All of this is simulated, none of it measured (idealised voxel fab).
process module | voxel double patterning
cross-section cut | 150 nm wide | cells 5 nm
A cross-section is a grid of square cells, given in bands from the top down. A band is one or more rows of cells.
Each band's line starts with the height of the band's top and of its bottom, in nm. Then come its materials from left to right, each with its width in nm. One material with "throughout" fills the band from edge to edge. "air" is empty space.
Height 0 is the level under which the wafer as received is all one material. The lowest band goes on downwards, as in "0 down".
A width such as "30 to 40" changes by the same amount from each row of cells to the next, from the band's top row to its bottom row.
"no change" after a step means that no cell of the cross-section changed.
closed voids: empty space of 8 cells or more with no open way to the top, each as width x height at its distance from the left edge, in nm
after a step's settings: what the simulator itself notes on the step
overlay nm, on a step with a mask: how far to the right of its planned place the mask lay; to the left if negative
plan
1 op RECEIVE | material Si
2 op CONFORMAL_DEP | material SiN | thk nm 10
3 op DIRECTIONAL_DEP | material SiO2 | thk nm 10
4 op DIRECTIONAL_DEP | material SiCN | thk nm 5
5 op DIRECTIONAL_DEP | material aC | thk nm 15
6 op PATTERN | tone open | mask id FIRST | material resist | width nm 15 | pitch nm 50 | thk nm 35 | overlay nm 0
7 op DIRECTIONAL_ETCH | etch materials aC | depth nm 15
8 op STRIP | etch materials resist
9 op DIRECTIONAL_ETCH | etch materials SiCN | depth nm 5
10 op STRIP | etch materials aC
11 op PATTERN | tone open | mask id SECOND | material resist | width nm 15 | thk nm 15 | overlay nm 0
12 op DIRECTIONAL_ETCH | etch materials SiCN | depth nm 5
13 op STRIP | etch materials resist
14 op DIRECTIONAL_ETCH | etch materials SiO2 | depth nm 10
15 op STRIP | etch materials SiCN
varied across the wafers: width nm of step 11. The plan shows the first wafer's value. All wafers start alike
first wafer as received, after step 1
  0 down: Si throughout
  closed voids: none
each wafer at the end: cells of each material gained (+) or lost (-) since it was received, then its closed voids
width nm 15 | +60 SiN | +42 SiO2 | closed voids: none
width nm 20 | +60 SiN | +40 SiO2 | closed voids: none
width nm 25 | +60 SiN | +38 SiO2 | closed voids: none
width nm 30 | +60 SiN | +36 SiO2 | closed voids: none
